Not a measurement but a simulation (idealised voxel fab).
Herein follows the process module entitled voxel gate over fins.
FYI the section here is cut, 240 nm wide, cells are 5 nm squares.
A cross-section is a grid of square cells, given in bands from the top down. A band is one or more rows of cells. Heights first: top, then bottom, in nm. Then materials, left to right, each with a width in nm. "all across" on a single material: fills the band edge to edge. "empty": empty space. The reference from which all heights are counted is 0, the level beneath which the as-received wafer is entirely one material; the lowest band, having no lower bound, proceeds downward and is written after the example "z 0 and below". A width given as "30->40" starts at the first number in the band's top row and ends at the second number in its bottom row, shifting by an equal amount at every step from row to row. The cross-section has no changed cell in any step marked "identical to before". Empty spaces without an open route to the top, at least 8 cells in extent, make up the entry "Fully sealed voids"; each is given as width x height at distance, where the distance is measured from the left edge, and all are in nm. It should be noted that, on the line of a given step, the content following the step's settings is a remark produced by the simulator itself with respect to that step. "overlay nm" answers the question of how far to the right of plan the mask lay on a step that has a mask, and when it is negative the answer is to the left.

## Intended process steps
1) RECEIVE,material Si
2) CONFORMAL_DEP,material SiN,thk nm 5
3) PATTERN,tone cover,mask id FINS,material resist,width nm 15,pitch nm 60,thk nm 20,overlay nm 0
4) DIRECTIONAL_ETCH,etch materials SiN,depth nm 5
5) DIRECTIONAL_ETCH,etch materials Si,depth nm 40
6) STRIP,etch materials resist
7) FILL_DEP,material SiO2,thk nm 10
8) CMP,height nm 5
9) MASKED_ETCH,tone open,mask id RAIL,width nm 15,etch materials SiO2,depth nm 40,overlay nm 0
10) CONFORMAL_DEP,material TiN,thk nm 5
11) FILL_DEP,material W,thk nm 10
12) CMP,height nm 5
13) SELECTIVE_ETCH,etch materials W Ru TiN,depth nm 30
14) FILL_DEP,material SiO2,thk nm 5
15) CMP,height nm 5
16) SELECTIVE_ETCH,etch materials SiO2,depth nm 20
17) STRIP,etch materials SiN
18) CONFORMAL_DEP,material HfO2,thk nm 5
19) CONFORMAL_DEP,material TiN,thk nm 5
20) FILL_DEP,material W,thk nm 10
21) CMP,height nm 15
22) CONFORMAL_DEP,material SiN,thk nm 10

## Of two wafers, the first: run according to plan

## Incoming wafer in cross-section (state: after step 1)
	z 0 and below | Si all across
	Fully sealed voids: none

## So this is the wafer cross-section right after step 2
	z 5 to 0 | SiN all across
	Below 0, the layers are the same as they were.

## So this is the wafer cross-section right after step 3
	z 25 to 5 | empty 20; resist 15; empty 45; resist 15; empty 45; resist 15; empty 45; resist 15; empty 25
	Below 5, the layers are the same as they were.

## So this is the wafer cross-section right after step 4
	z 25 to 5 | empty 20; resist 15; empty 45; resist 15; empty 45; resist 15; empty 45; resist 15; empty 25
	z 5 to 0 | empty 20; SiN 15; empty 45; SiN 15; empty 45; SiN 15; empty 45; SiN 15; empty 25
	Below 0, the layers are the same as they were.

## So this is the wafer cross-section right after step 5
	z 25 to 5 | empty 20; resist 15; empty 45; resist 15; empty 45; resist 15; empty 45; resist 15; empty 25
	z 5 to 0 | empty 20; SiN 15; empty 45; SiN 15; empty 45; SiN 15; empty 45; SiN 15; empty 25
	z 0 to -40 | empty 20; Si 15; empty 45; Si 15; empty 45; Si 15; empty 45; Si 15; empty 25
	Below -40, the layers are the same as they were.

## So this is the wafer cross-section right after step 6
	z 5 to 0 | empty 20; SiN 15; empty 45; SiN 15; empty 45; SiN 15; empty 45; SiN 15; empty 25
	Below 0, the layers are the same as they were.

## So this is the wafer cross-section right after step 7
	z 15 to 5 | SiO2 all across
	z 5 to 0 | SiO2 20; SiN 15; SiO2 45; SiN 15; SiO2 45; SiN 15; SiO2 45; SiN 15; SiO2 25
	z 0 to -40 | SiO2 20; Si 15; SiO2 45; Si 15; SiO2 45; Si 15; SiO2 45; Si 15; SiO2 25
	Below -40, the layers are the same as they were.

## So this is the wafer cross-section right after step 8
	z 5 to 0 | SiO2 20; SiN 15; SiO2 45; SiN 15; SiO2 45; SiN 15; SiO2 45; SiN 15; SiO2 25
	Below 0, the layers are the same as they were.

## So this is the wafer cross-section right after step 9
	z 5 to 0 | SiO2 20; SiN 15; SiO2 15; empty 15; SiO2 15; SiN 15; SiO2 45; SiN 15; SiO2 45; SiN 15; SiO2 25
	z 0 to -35 | SiO2 20; Si 15; SiO2 15; empty 15; SiO2 15; Si 15; SiO2 45; Si 15; SiO2 45; Si 15; SiO2 25
	Below -35, the layers are the same as they were.

## So this is the wafer cross-section right after step 10
	z 10 to 5 | TiN 55; empty 5; TiN 180
	z 5 to 0 | SiO2 20; SiN 15; SiO2 15; TiN 5; empty 5; TiN 5; SiO2 15; SiN 15; SiO2 45; SiN 15; SiO2 45; SiN 15; SiO2 25
	z 0 to -30 | SiO2 20; Si 15; SiO2 15; TiN 5; empty 5; TiN 5; SiO2 15; Si 15; SiO2 45; Si 15; SiO2 45; Si 15; SiO2 25
	z -30 to -35 | SiO2 20; Si 15; SiO2 15; TiN 15; SiO2 15; Si 15; SiO2 45; Si 15; SiO2 45; Si 15; SiO2 25
	Below -35, the layers are the same as they were.

## So this is the wafer cross-section right after step 11
	z 20 to 10 | W all across
	z 10 to 5 | TiN 55; W 5; TiN 180
	z 5 to 0 | SiO2 20; SiN 15; SiO2 15; TiN 5; W 5; TiN 5; SiO2 15; SiN 15; SiO2 45; SiN 15; SiO2 45; SiN 15; SiO2 25
	z 0 to -30 | SiO2 20; Si 15; SiO2 15; TiN 5; W 5; TiN 5; SiO2 15; Si 15; SiO2 45; Si 15; SiO2 45; Si 15; SiO2 25
	Below -30, the layers are the same as they were.

## So this is the wafer cross-section right after step 12
	z 5 to 0 | SiO2 20; SiN 15; SiO2 15; TiN 5; W 5; TiN 5; SiO2 15; SiN 15; SiO2 45; SiN 15; SiO2 45; SiN 15; SiO2 25
	Below 0, the layers are the same as they were.

## So this is the wafer cross-section right after step 13
	z 5 to 0 | SiO2 20; SiN 15; SiO2 15; empty 15; SiO2 15; SiN 15; SiO2 45; SiN 15; SiO2 45; SiN 15; SiO2 25
	z 0 to -25 | SiO2 20; Si 15; SiO2 15; empty 15; SiO2 15; Si 15; SiO2 45; Si 15; SiO2 45; Si 15; SiO2 25
	Below -25, the layers are the same as they were.

## So this is the wafer cross-section right after step 14
	z 10 to 5 | SiO2 all across
	z 5 to 0 | SiO2 20; SiN 15; SiO2 45; SiN 15; SiO2 45; SiN 15; SiO2 45; SiN 15; SiO2 25
	z 0 to -25 | SiO2 20; Si 15; SiO2 45; Si 15; SiO2 45; Si 15; SiO2 45; Si 15; SiO2 25
	Below -25, the layers are the same as they were.

## So this is the wafer cross-section right after step 15
	z 5 to 0 | SiO2 20; SiN 15; SiO2 45; SiN 15; SiO2 45; SiN 15; SiO2 45; SiN 15; SiO2 25
	Below 0, the layers are the same as they were.

## So this is the wafer cross-section right after step 16
	z 5 to 0 | empty 20; SiN 15; empty 45; SiN 15; empty 45; SiN 15; empty 45; SiN 15; empty 25
	z 0 to -15 | empty 20; Si 15; empty 45; Si 15; empty 45; Si 15; empty 45; Si 15; empty 25
	Below -15, the layers are the same as they were.

## So this is the wafer cross-section right after step 17
	z 0 to -15 | empty 20; Si 15; empty 45; Si 15; empty 45; Si 15; empty 45; Si 15; empty 25
	Below -15, the layers are the same as they were.

## So this is the wafer cross-section right after step 18
	z 5 to 0 | empty 15; HfO2 25; empty 35; HfO2 25; empty 35; HfO2 25; empty 35; HfO2 25; empty 20
	z 0 to -10 | empty 15; HfO2 5; Si 15; HfO2 5; empty 35; HfO2 5; Si 15; HfO2 5; empty 35; HfO2 5; Si 15; HfO2 5; empty 35; HfO2 5; Si 15; HfO2 5; empty 20
	z -10 to -15 | HfO2 20; Si 15; HfO2 45; Si 15; HfO2 45; Si 15; HfO2 45; Si 15; HfO2 25
	Below -15, the layers are the same as they were.

## So this is the wafer cross-section right after step 19
	z 10 to 5 | empty 10; TiN 35; empty 25; TiN 35; empty 25; TiN 35; empty 25; TiN 35; empty 15
	z 5 to 0 | empty 10; TiN 5; HfO2 25; TiN 5; empty 25; TiN 5; HfO2 25; TiN 5; empty 25; TiN 5; HfO2 25; TiN 5; empty 25; TiN 5; HfO2 25; TiN 5; empty 15
	z 0 to -5 | empty 10; TiN 5; HfO2 5; Si 15; HfO2 5; TiN 5; empty 25; TiN 5; HfO2 5; Si 15; HfO2 5; TiN 5; empty 25; TiN 5; HfO2 5; Si 15; HfO2 5; TiN 5; empty 25; TiN 5; HfO2 5; Si 15; HfO2 5; TiN 5; empty 15
	z -5 to -10 | TiN 15; HfO2 5; Si 15; HfO2 5; TiN 35; HfO2 5; Si 15; HfO2 5; TiN 35; HfO2 5; Si 15; HfO2 5; TiN 35; HfO2 5; Si 15; HfO2 5; TiN 20
	Below -10, the layers are the same as they were.

## So this is the wafer cross-section right after step 20
	z 20 to 10 | W all across
	z 10 to 5 | W 10; TiN 35; W 25; TiN 35; W 25; TiN 35; W 25; TiN 35; W 15
	z 5 to 0 | W 10; TiN 5; HfO2 25; TiN 5; W 25; TiN 5; HfO2 25; TiN 5; W 25; TiN 5; HfO2 25; TiN 5; W 25; TiN 5; HfO2 25; TiN 5; W 15
	z 0 to -5 | W 10; TiN 5; HfO2 5; Si 15; HfO2 5; TiN 5; W 25; TiN 5; HfO2 5; Si 15; HfO2 5; TiN 5; W 25; TiN 5; HfO2 5; Si 15; HfO2 5; TiN 5; W 25; TiN 5; HfO2 5; Si 15; HfO2 5; TiN 5; W 15
	Below -5, the layers are the same as they were.

## So this is the wafer cross-section right after step 21
	z 15 to 10 | W all across
	Below 10, the layers are the same as they were.

## So this is the wafer cross-section right after step 22
	z 25 to 15 | SiN all across
	Below 15, the layers are the same as they were.

## Regarding the second of the two wafers: it shared the first wafer's starting condition and process plan, yet one error occurred during its execution. Its history coincides with that of the first wafer up to and including step 2

## Cross-section of the second wafer when, according to plan, step 3 should have finished
	z 25 to 5 | empty 15; resist 25; empty 35; resist 25; empty 35; resist 25; empty 35; resist 25; empty 20
	Below 5, the layers are the same as they were.

## Cross-section of the second wafer when, according to plan, step 4 should have finished
	z 25 to 5 | empty 15; resist 25; empty 35; resist 25; empty 35; resist 25; empty 35; resist 25; empty 20
	z 5 to 0 | empty 15; SiN 25; empty 35; SiN 25; empty 35; SiN 25; empty 35; SiN 25; empty 20
	Below 0, the layers are the same as they were.

## Cross-section of the second wafer when, according to plan, step 5 should have finished
	z 25 to 5 | empty 15; resist 25; empty 35; resist 25; empty 35; resist 25; empty 35; resist 25; empty 20
	z 5 to 0 | empty 15; SiN 25; empty 35; SiN 25; empty 35; SiN 25; empty 35; SiN 25; empty 20
	z 0 to -40 | empty 15; Si 25; empty 35; Si 25; empty 35; Si 25; empty 35; Si 25; empty 20
	Below -40, the layers are the same as they were.

## Cross-section of the second wafer when, according to plan, step 6 should have finished
	z 5 to 0 | empty 15; SiN 25; empty 35; SiN 25; empty 35; SiN 25; empty 35; SiN 25; empty 20
	Below 0, the layers are the same as they were.

## Cross-section of the second wafer when, according to plan, step 7 should have finished
	z 15 to 5 | SiO2 all across
	z 5 to 0 | SiO2 15; SiN 25; SiO2 35; SiN 25; SiO2 35; SiN 25; SiO2 35; SiN 25; SiO2 20
	z 0 to -40 | SiO2 15; Si 25; SiO2 35; Si 25; SiO2 35; Si 25; SiO2 35; Si 25; SiO2 20
	Below -40, the layers are the same as they were.

## Cross-section of the second wafer when, according to plan, step 8 should have finished
	z 5 to 0 | SiO2 15; SiN 25; SiO2 35; SiN 25; SiO2 35; SiN 25; SiO2 35; SiN 25; SiO2 20
	Below 0, the layers are the same as they were.

## Cross-section of the second wafer when, according to plan, step 9 should have finished
	z 5 to 0 | SiO2 15; SiN 25; SiO2 10; empty 15; SiO2 10; SiN 25; SiO2 35; SiN 25; SiO2 35; SiN 25; SiO2 20
	z 0 to -35 | SiO2 15; Si 25; SiO2 10; empty 15; SiO2 10; Si 25; SiO2 35; Si 25; SiO2 35; Si 25; SiO2 20
	Below -35, the layers are the same as they were.

## Cross-section of the second wafer when, according to plan, step 10 should have finished
	z 10 to 5 | TiN 55; empty 5; TiN 180
	z 5 to 0 | SiO2 15; SiN 25; SiO2 10; TiN 5; empty 5; TiN 5; SiO2 10; SiN 25; SiO2 35; SiN 25; SiO2 35; SiN 25; SiO2 20
	z 0 to -30 | SiO2 15; Si 25; SiO2 10; TiN 5; empty 5; TiN 5; SiO2 10; Si 25; SiO2 35; Si 25; SiO2 35; Si 25; SiO2 20
	z -30 to -35 | SiO2 15; Si 25; SiO2 10; TiN 15; SiO2 10; Si 25; SiO2 35; Si 25; SiO2 35; Si 25; SiO2 20
	Below -35, the layers are the same as they were.

## Cross-section of the second wafer when, according to plan, step 11 should have finished
	z 20 to 10 | W all across
	z 10 to 5 | TiN 55; W 5; TiN 180
	z 5 to 0 | SiO2 15; SiN 25; SiO2 10; TiN 5; W 5; TiN 5; SiO2 10; SiN 25; SiO2 35; SiN 25; SiO2 35; SiN 25; SiO2 20
	z 0 to -30 | SiO2 15; Si 25; SiO2 10; TiN 5; W 5; TiN 5; SiO2 10; Si 25; SiO2 35; Si 25; SiO2 35; Si 25; SiO2 20
	Below -30, the layers are the same as they were.

## Cross-section of the second wafer when, according to plan, step 12 should have finished
	z 5 to 0 | SiO2 15; SiN 25; SiO2 10; TiN 5; W 5; TiN 5; SiO2 10; SiN 25; SiO2 35; SiN 25; SiO2 35; SiN 25; SiO2 20
	Below 0, the layers are the same as they were.

## Cross-section of the second wafer when, according to plan, step 13 should have finished
	z 5 to 0 | SiO2 15; SiN 25; SiO2 10; empty 15; SiO2 10; SiN 25; SiO2 35; SiN 25; SiO2 35; SiN 25; SiO2 20
	z 0 to -25 | SiO2 15; Si 25; SiO2 10; empty 15; SiO2 10; Si 25; SiO2 35; Si 25; SiO2 35; Si 25; SiO2 20
	Below -25, the layers are the same as they were.

## Cross-section of the second wafer when, according to plan, step 14 should have finished
	z 10 to 5 | SiO2 all across
	z 5 to 0 | SiO2 15; SiN 25; SiO2 35; SiN 25; SiO2 35; SiN 25; SiO2 35; SiN 25; SiO2 20
	z 0 to -25 | SiO2 15; Si 25; SiO2 35; Si 25; SiO2 35; Si 25; SiO2 35; Si 25; SiO2 20
	Below -25, the layers are the same as they were.

## Cross-section of the second wafer when, according to plan, step 15 should have finished
	z 5 to 0 | SiO2 15; SiN 25; SiO2 35; SiN 25; SiO2 35; SiN 25; SiO2 35; SiN 25; SiO2 20
	Below 0, the layers are the same as they were.

## Cross-section of the second wafer when, according to plan, step 16 should have finished
	z 5 to 0 | empty 15; SiN 25; empty 35; SiN 25; empty 35; SiN 25; empty 35; SiN 25; empty 20
	z 0 to -15 | empty 15; Si 25; empty 35; Si 25; empty 35; Si 25; empty 35; Si 25; empty 20
	Below -15, the layers are the same as they were.

## Cross-section of the second wafer when, according to plan, step 17 should have finished
	z 0 to -15 | empty 15; Si 25; empty 35; Si 25; empty 35; Si 25; empty 35; Si 25; empty 20
	Below -15, the layers are the same as they were.

## Cross-section of the second wafer when, according to plan, step 18 should have finished
	z 5 to 0 | empty 10; HfO2 35; empty 25; HfO2 35; empty 25; HfO2 35; empty 25; HfO2 35; empty 15
	z 0 to -10 | empty 10; HfO2 5; Si 25; HfO2 5; empty 25; HfO2 5; Si 25; HfO2 5; empty 25; HfO2 5; Si 25; HfO2 5; empty 25; HfO2 5; Si 25; HfO2 5; empty 15
	z -10 to -15 | HfO2 15; Si 25; HfO2 35; Si 25; HfO2 35; Si 25; HfO2 35; Si 25; HfO2 20
	Below -15, the layers are the same as they were.

## Cross-section of the second wafer when, according to plan, step 19 should have finished
	z 10 to 5 | empty 5; TiN 45; empty 15; TiN 45; empty 15; TiN 45; empty 15; TiN 45; empty 10
	z 5 to 0 | empty 5; TiN 5; HfO2 35; TiN 5; empty 15; TiN 5; HfO2 35; TiN 5; empty 15; TiN 5; HfO2 35; TiN 5; empty 15; TiN 5; HfO2 35; TiN 5; empty 10
	z 0 to -5 | empty 5; TiN 5; HfO2 5; Si 25; HfO2 5; TiN 5; empty 15; TiN 5; HfO2 5; Si 25; HfO2 5; TiN 5; empty 15; TiN 5; HfO2 5; Si 25; HfO2 5; TiN 5; empty 15; TiN 5; HfO2 5; Si 25; HfO2 5; TiN 5; empty 10
	z -5 to -10 | TiN 10; HfO2 5; Si 25; HfO2 5; TiN 25; HfO2 5; Si 25; HfO2 5; TiN 25; HfO2 5; Si 25; HfO2 5; TiN 25; HfO2 5; Si 25; HfO2 5; TiN 15
	Below -10, the layers are the same as they were.

## Cross-section of the second wafer when, according to plan, step 20 should have finished
	z 20 to 10 | W all across
	z 10 to 5 | W 5; TiN 45; W 15; TiN 45; W 15; TiN 45; W 15; TiN 45; W 10
	z 5 to 0 | W 5; TiN 5; HfO2 35; TiN 5; W 15; TiN 5; HfO2 35; TiN 5; W 15; TiN 5; HfO2 35; TiN 5; W 15; TiN 5; HfO2 35; TiN 5; W 10
	z 0 to -5 | W 5; TiN 5; HfO2 5; Si 25; HfO2 5; TiN 5; W 15; TiN 5; HfO2 5; Si 25; HfO2 5; TiN 5; W 15; TiN 5; HfO2 5; Si 25; HfO2 5; TiN 5; W 15; TiN 5; HfO2 5; Si 25; HfO2 5; TiN 5; W 10
	Below -5, the layers are the same as they were.

## Cross-section of the second wafer when, according to plan, step 21 should have finished
	z 15 to 10 | W all across
	Below 10, the layers are the same as they were.

## Cross-section of the second wafer when, according to plan, step 22 should have finished
	z 25 to 15 | SiN all across
	Below 15, the layers are the same as they were.
So what did we get wrong on this run? step 3 did not use the planned setting and instead ran as PATTERN,tone cover,mask id FINS,material resist,width nm 25,pitch nm 60,thk nm 20,overlay nm 0
Counted in cells at the end, the second wafer holds more or fewer of these materials than the first: +64 Si, -40 SiO2, -24 W
